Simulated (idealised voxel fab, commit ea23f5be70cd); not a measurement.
Documented hereafter: the process module known as voxel released beams.
For reference, the cross-section in this document is cut, with width 260 nm and square cells of 5 nm.
If you're reading a cross-section in this doc, picture square cells in a grid; it comes to you as bands, top ones listed first down to the bottom, and a band can be one or more rows of cells. Band: top height; bottom height; in nm. Then, left to right: material with width in nm, for each material. "throughout": a single material spanning edge to edge. "empty": empty space. Heights from 0 (as-received wafer is one material below). Bottom band endless downward, as "0 down". Quick explanation for "30->40": the width changes in equal steps down the rows of cells, from the first number in the band's top row to the second number in its bottom row. Step marked "no alteration"? Then no cell in the cross-section changed in it. "Closed void catalog": sealed empty spaces, 8 cells or more, no open way to top, listed width x height at distance, with distance from the left edge and width, height and distance in nm. Text after the settings on a step's line: the simulator's own remark on that step. A step's line can hold "overlay nm"; with a mask on that step, the setting says how far right of the planned place the mask lay, while a negative setting says it lay to the left.

# Process steps (planned)
step 1: RECEIVE: material Si
step 2: CONFORMAL_DEP: material SiN, thk nm 5
step 3: DIRECTIONAL_DEP: material SiO2, thk nm 20
step 4: DIRECTIONAL_DEP: material aC, thk nm 15
step 5: PATTERN: tone open, mask id ANCHOR, material resist, width nm 25, thk nm 35, overlay nm 0
step 6: DIRECTIONAL_ETCH: etch materials aC, depth nm 15
step 7: STRIP: etch materials resist
step 8: DIRECTIONAL_ETCH: etch materials SiO2, depth nm 20
step 9: STRIP: etch materials aC
step 10: CONFORMAL_DEP: material TiN, thk nm 10
step 11: MASKED_ETCH: tone cover, mask id BEAM, width nm 100, etch materials TiN, depth nm 10, overlay nm 0
step 12: STRIP: etch materials SiO2

# Incoming wafer in cross-section (state: after step 1)
    0 down  Si throughout
    Closed void catalog: none

# Final cross-section, module run with one mistake (start and plan as above)
    35 to 25  empty=75, then TiN=40, then empty=145
    25 to 15  empty=70, then TiN=10, then SiO2=25, then TiN=10, then empty=145
    15 to 5  empty=70, then TiN=10, then SiO2=25, then TiN=70, then empty=85
    5 to 0  SiN throughout
    0 down  Si throughout
    Closed void catalog: none
Processing error: step 5, actual vs plan mismatch, actual run PATTERN: tone cover, mask id ANCHOR, material resist, width nm 25, thk nm 35, overlay nm 0
